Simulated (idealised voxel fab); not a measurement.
The following is a process module called voxel self aligned contacts.
Section shown: cut. Width: 235 nm. Cell size: 5 nm, square.
This document writes a cross-section as a grid whose cells are square, and gives it as bands, listed from the top down; one or more rows of cells form a band.
The entry gives the band's vertical extent as a top height and a bottom height in nm, then its horizontal make-up as materials from left to right, each with a width in nm. "blank" stands for empty space; a single material marked "edge to edge" fills the band edge to edge.
A quick word on heights: they are counted from 0, and under that level the wafer as it came to us is one material throughout. The lowest band is different from the rest in having no bottom; it simply continues downward, written as in "0 nm and below".
Width: "30->40" (first number = top row, second number = bottom row, same change from row to row of cells).
"remained the same" -> step changed no cross-section cell.
"Trapped voids" - sealed voids, min. 8 cells, no opening to top; format: width x height at distance (distance from left edge; nm throughout).
Where a step's line continues beyond its settings, the continuation is a remark by the simulator itself on that step.
For masked steps, "overlay nm" on the step line gives how far right of plan the mask actually lay; a minus sign means it lay to the left.

**List of planned process steps**
step 1: RECEIVE: material Si
step 2: CONFORMAL_DEP: material SiO2, thk nm 5
step 3: DIRECTIONAL_DEP: material polySi, thk nm 30
step 4: DIRECTIONAL_DEP: material SiN, thk nm 20
step 5: DIRECTIONAL_DEP: material aC, thk nm 10
step 6: PATTERN: tone cover, mask id GATE, material resist, width nm 30, pitch nm 65, thk nm 25, overlay nm 0
step 7: DIRECTIONAL_ETCH: etch materials aC, depth nm 10
step 8: STRIP: etch materials resist
step 9: DIRECTIONAL_ETCH: etch materials SiN, depth nm 20
step 10: DIRECTIONAL_ETCH: etch materials polySi, depth nm 30
step 11: STRIP: etch materials aC
step 12: CONFORMAL_DEP: material SiN, thk nm 10
step 13: DIRECTIONAL_ETCH: etch materials SiN, depth nm 10
step 14: FILL_DEP: material SiO2, thk nm 15
step 15: CMP: height nm 65
step 16: PATTERN: tone open, mask id CONTACT, material resist, width nm 45, thk nm 20, overlay nm 0
step 17: DIRECTIONAL_ETCH: etch materials SiO2, depth nm 65
step 18: STRIP: etch materials resist
step 19: CONFORMAL_DEP: material TiN, thk nm 5
step 20: FILL_DEP: material Ru, thk nm 5
step 21: CMP: height nm 65
step 22: CONFORMAL_DEP: material SiN, thk nm 5

**On the first of the two wafers: run conducted according to plan**

**Wafer as received: cross-section following step 1**
	0 nm and below  Si edge to edge
	Trapped voids: none

**Cross-section through the wafer, step 2 finished**
	5 nm to 0 nm  SiO2 edge to edge
	Unchanged below 0.

**Cross-section through the wafer, step 3 finished**
	35 nm to 5 nm  polySi edge to edge
	Unchanged below 5.

**Cross-section through the wafer, step 4 finished**
	55 nm to 35 nm  SiN edge to edge
	Unchanged below 35.

**Cross-section through the wafer, step 5 finished**
	65 nm to 55 nm  aC edge to edge
	Unchanged below 55.

**Cross-section through the wafer, step 6 finished**
	90 nm to 65 nm  blank (70), resist (30), blank (35), resist (30), blank (70)
	Unchanged below 65.

**Cross-section through the wafer, step 7 finished**
	80 nm to 65 nm  blank (70), resist (30), blank (35), resist (30), blank (70)
	65 nm to 55 nm  blank (70), aC (30), blank (35), aC (30), blank (70)
	Unchanged below 55.

**Cross-section through the wafer, step 8 finished**
	65 nm to 55 nm  blank (70), aC (30), blank (35), aC (30), blank (70)
	Unchanged below 55.

**Cross-section through the wafer, step 9 finished**
	65 nm to 55 nm  blank (70), aC (30), blank (35), aC (30), blank (70)
	55 nm to 35 nm  blank (70), SiN (30), blank (35), SiN (30), blank (70)
	Unchanged below 35.

**Cross-section through the wafer, step 10 finished**
	65 nm to 55 nm  blank (70), aC (30), blank (35), aC (30), blank (70)
	55 nm to 35 nm  blank (70), SiN (30), blank (35), SiN (30), blank (70)
	35 nm to 5 nm  blank (70), polySi (30), blank (35), polySi (30), blank (70)
	Unchanged below 5.

**Cross-section through the wafer, step 11 finished**
	55 nm to 35 nm  blank (70), SiN (30), blank (35), SiN (30), blank (70)
	Unchanged below 35.

**Cross-section through the wafer, step 12 finished**
	65 nm to 35 nm  blank (60), SiN (50), blank (15), SiN (50), blank (60)
	35 nm to 15 nm  blank (60), SiN (10), polySi (30), SiN (10), blank (15), SiN (10), polySi (30), SiN (10), blank (60)
	15 nm to 5 nm  SiN (70), polySi (30), SiN (35), polySi (30), SiN (70)
	Unchanged below 5.

**Cross-section through the wafer, step 13 finished**
	55 nm to 35 nm  blank (60), SiN (50), blank (15), SiN (50), blank (60)
	35 nm to 5 nm  blank (60), SiN (10), polySi (30), SiN (10), blank (15), SiN (10), polySi (30), SiN (10), blank (60)
	Unchanged below 5.

**Cross-section through the wafer, step 14 finished**
	70 nm to 55 nm  SiO2 edge to edge
	55 nm to 35 nm  SiO2 (60), SiN (50), SiO2 (15), SiN (50), SiO2 (60)
	35 nm to 5 nm  SiO2 (60), SiN (10), polySi (30), SiN (10), SiO2 (15), SiN (10), polySi (30), SiN (10), SiO2 (60)
	Unchanged below 5.

**Cross-section through the wafer, step 15 finished**
	65 nm to 55 nm  SiO2 edge to edge
	Unchanged below 55.

**Cross-section through the wafer, step 16 finished**
	85 nm to 65 nm  resist (95), blank (45), resist (95)
	Unchanged below 65.

**Cross-section through the wafer, step 17 finished**
	85 nm to 65 nm  resist (95), blank (45), resist (95)
	65 nm to 55 nm  SiO2 (95), blank (45), SiO2 (95)
	55 nm to 35 nm  SiO2 (60), SiN (50), blank (15), SiN (50), SiO2 (60)
	35 nm to 5 nm  SiO2 (60), SiN (10), polySi (30), SiN (10), blank (15), SiN (10), polySi (30), SiN (10), SiO2 (60)
	5 nm to 0 nm  SiO2 (110), blank (15), SiO2 (110)
	Unchanged below 0.

**Cross-section through the wafer, step 18 finished**
	65 nm to 55 nm  SiO2 (95), blank (45), SiO2 (95)
	Unchanged below 55.

**Cross-section through the wafer, step 19 finished**
	70 nm to 65 nm  TiN (100), blank (35), TiN (100)
	65 nm to 55 nm  SiO2 (95), TiN (5->20), blank (35->5), TiN (5->20), SiO2 (95)
	55 nm to 35 nm  SiO2 (60), SiN (50), TiN (5), blank (5), TiN (5), SiN (50), SiO2 (60)
	35 nm to 5 nm  SiO2 (60), SiN (10), polySi (30), SiN (10), TiN (5), blank (5), TiN (5), SiN (10), polySi (30), SiN (10), SiO2 (60)
	5 nm to 0 nm  SiO2 (110), TiN (15), SiO2 (110)
	Unchanged below 0.

**Cross-section through the wafer, step 20 finished**
	75 nm to 70 nm  Ru edge to edge
	70 nm to 65 nm  TiN (100), Ru (35), TiN (100)
	65 nm to 55 nm  SiO2 (95), TiN (5->20), Ru (35->5), TiN (5->20), SiO2 (95)
	55 nm to 35 nm  SiO2 (60), SiN (50), TiN (5), Ru (5), TiN (5), SiN (50), SiO2 (60)
	35 nm to 5 nm  SiO2 (60), SiN (10), polySi (30), SiN (10), TiN (5), Ru (5), TiN (5), SiN (10), polySi (30), SiN (10), SiO2 (60)
	Unchanged below 5.

**Cross-section through the wafer, step 21 finished**
	65 nm to 55 nm  SiO2 (95), TiN (5->20), Ru (35->5), TiN (5->20), SiO2 (95)
	Unchanged below 55.

**Cross-section through the wafer, step 22 finished**
	70 nm to 65 nm  SiN edge to edge
	Unchanged below 65.

**Regarding the second of the two wafers: it shared the first wafer's starting condition and process plan, yet one error occurred during its execution. Its history coincides with that of the first wafer up to and including step 1**

**Second wafer shown in cross-section at the time step 2 was slated to end**
	30 nm to 0 nm  polySi edge to edge
	Unchanged below 0.

**Second wafer shown in cross-section at the time step 3 was slated to end**
	35 nm to 30 nm  SiO2 edge to edge
	Unchanged below 30.

**Second wafer shown in cross-section at the time step 4 was slated to end**
	55 nm to 35 nm  SiN edge to edge
	Unchanged below 35.

**Second wafer shown in cross-section at the time step 5 was slated to end**
	65 nm to 55 nm  aC edge to edge
	Unchanged below 55.

**Second wafer shown in cross-section at the time step 6 was slated to end**
	90 nm to 65 nm  blank (70), resist (30), blank (35), resist (30), blank (70)
	Unchanged below 65.

**Second wafer shown in cross-section at the time step 7 was slated to end**
	80 nm to 65 nm  blank (70), resist (30), blank (35), resist (30), blank (70)
	65 nm to 55 nm  blank (70), aC (30), blank (35), aC (30), blank (70)
	Unchanged below 55.

**Second wafer shown in cross-section at the time step 8 was slated to end**
	65 nm to 55 nm  blank (70), aC (30), blank (35), aC (30), blank (70)
	Unchanged below 55.

**Second wafer shown in cross-section at the time step 9 was slated to end**
	65 nm to 55 nm  blank (70), aC (30), blank (35), aC (30), blank (70)
	55 nm to 35 nm  blank (70), SiN (30), blank (35), SiN (30), blank (70)
	Unchanged below 35.

Second wafer shown in cross-section at the time step 10 was slated to end: remained the same

**Second wafer shown in cross-section at the time step 11 was slated to end**
	55 nm to 35 nm  blank (70), SiN (30), blank (35), SiN (30), blank (70)
	Unchanged below 35.

**Second wafer shown in cross-section at the time step 12 was slated to end**
	65 nm to 45 nm  blank (60), SiN (50), blank (15), SiN (50), blank (60)
	45 nm to 35 nm  SiN edge to edge
	Unchanged below 35.

**Second wafer shown in cross-section at the time step 13 was slated to end**
	55 nm to 35 nm  blank (60), SiN (50), blank (15), SiN (50), blank (60)
	Unchanged below 35.

**Second wafer shown in cross-section at the time step 14 was slated to end**
	70 nm to 55 nm  SiO2 edge to edge
	55 nm to 35 nm  SiO2 (60), SiN (50), SiO2 (15), SiN (50), SiO2 (60)
	Unchanged below 35.

**Second wafer shown in cross-section at the time step 15 was slated to end**
	65 nm to 55 nm  SiO2 edge to edge
	Unchanged below 55.

**Second wafer shown in cross-section at the time step 16 was slated to end**
	85 nm to 65 nm  resist (95), blank (45), resist (95)
	Unchanged below 65.

**Second wafer shown in cross-section at the time step 17 was slated to end**
	85 nm to 65 nm  resist (95), blank (45), resist (95)
	65 nm to 55 nm  SiO2 (95), blank (45), SiO2 (95)
	55 nm to 35 nm  SiO2 (60), SiN (50), blank (15), SiN (50), SiO2 (60)
	35 nm to 30 nm  SiO2 (110), blank (15), SiO2 (110)
	Unchanged below 30.

**Second wafer shown in cross-section at the time step 18 was slated to end**
	65 nm to 55 nm  SiO2 (95), blank (45), SiO2 (95)
	Unchanged below 55.

**Second wafer shown in cross-section at the time step 19 was slated to end**
	70 nm to 65 nm  TiN (100), blank (35), TiN (100)
	65 nm to 55 nm  SiO2 (95), TiN (5->20), blank (35->5), TiN (5->20), SiO2 (95)
	55 nm to 35 nm  SiO2 (60), SiN (50), TiN (5), blank (5), TiN (5), SiN (50), SiO2 (60)
	35 nm to 30 nm  SiO2 (110), TiN (15), SiO2 (110)
	Unchanged below 30.

**Second wafer shown in cross-section at the time step 20 was slated to end**
	75 nm to 70 nm  Ru edge to edge
	70 nm to 65 nm  TiN (100), Ru (35), TiN (100)
	65 nm to 55 nm  SiO2 (95), TiN (5->20), Ru (35->5), TiN (5->20), SiO2 (95)
	55 nm to 35 nm  SiO2 (60), SiN (50), TiN (5), Ru (5), TiN (5), SiN (50), SiO2 (60)
	Unchanged below 35.

**Second wafer shown in cross-section at the time step 21 was slated to end**
	65 nm to 55 nm  SiO2 (95), TiN (5->20), Ru (35->5), TiN (5->20), SiO2 (95)
	Unchanged below 55.

**Second wafer shown in cross-section at the time step 22 was slated to end**
	70 nm to 65 nm  SiN edge to edge
	Unchanged below 65.
Short version of what went wrong: a sequencing error occurred in which plan steps 2 and 3 were transposed
Counted in cells at the end, the second wafer holds more or fewer of these materials than the first: 6 fewer of Ru | 48 fewer of SiN | 144 fewer of SiO2 | 12 fewer of TiN | 210 more of polySi
